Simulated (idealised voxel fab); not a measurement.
Process module under the name voxel released beams
Displayed cross-section: cut, width of 205 nm, square cells sized 5 nm.
Cross-section = grid of square cells, listed top down in bands; band = one or more rows. Within each band entry, the heights of the top and of the bottom of the band appear first, in that order and in nm; the materials of the band then follow from left to right, each with its corresponding width in nm. The designation "all across" on a single material indicates that it fills the band from edge to edge; the designation "empty" indicates empty space. The reference from which all heights are counted is 0, the level beneath which the as-received wafer is entirely one material; the lowest band, having no lower bound, proceeds downward and is written after the example "top 0, no bottom". Read "30 to 40" as a graded width: first number on top, second number at the bottom, same change between each pair of neighbouring rows. Given "no alterations made" for a step, no cell of the cross-section differs between before and after that step. For the entry "Enclosed void entries", the listed items are empty spaces with no open way to the top whose size is 8 cells or more; each item follows the pattern width x height at distance, where distance is from the left edge and all three are in nm. Text after the settings on a step's line: the simulator's own remark on that step. overlay nm: where the mask lay relative to plan, measured to the right, on steps with a mask; negatives go left.

HERE'S WHAT THE PLANNED PROCESS STEPS LOOK LIKE
1. RECEIVE, material Si
2. CONFORMAL_DEP, material Al2O3, thk nm 10
3. DIRECTIONAL_DEP, material SiO2, thk nm 10
4. DIRECTIONAL_DEP, material aC, thk nm 10
5. PATTERN, tone open, mask id ANCHOR, material resist, width nm 35, thk nm 25, overlay nm 0
6. DIRECTIONAL_ETCH, etch materials aC, depth nm 10
7. STRIP, etch materials resist
8. DIRECTIONAL_ETCH, etch materials SiO2, depth nm 10
9. STRIP, etch materials aC
10. CONFORMAL_DEP, material polySi, thk nm 15
11. MASKED_ETCH, tone cover, mask id BEAM, width nm 85, etch materials polySi, depth nm 15, overlay nm 0
12. STRIP, etch materials SiO2

CROSS-SECTIONAL VIEW OF THE WAFER IN ITS AS-RECEIVED CONDITION, CORRESPONDING TO THE STATE AFTER STEP 1
top 0, no bottom: Si all across
Enclosed void entries: none

FIRST WAFER OF TWO, SECTIONED AT END OF MODULE; RUN WENT PER PLAN
top 35, bottom 25: empty 55 | polySi 20 | empty 5 | polySi 60 | empty 65
top 25, bottom 20: empty 55 | polySi 85 | empty 65
top 20, bottom 10: empty 60 | polySi 35 | empty 110
top 10, bottom 0: Al2O3 all across
top 0, no bottom: Si all across
Enclosed void entries: none

HERE'S THE SECOND OF OUR TWO WAFERS SECTIONED AT MODULE END. SAME START AS THE FIRST, SAME PLAN, BUT ONE MISTAKE GOT MADE RUNNING IT
top 35, bottom 20: empty 55 | polySi 85 | empty 65
top 20, bottom 10: Al2O3 all across
top 10, bottom 0: SiO2 all across
top 0, no bottom: Si all across
Enclosed void entries: none
It is concluded that the wafer was processed incorrectly with respect to the plan, in that step 3 occupied the plan position of step 2, and the converse holds as well
End of process, cell counts, second wafer against first, materials with more or fewer: +82 SiO2 | -12 polySi
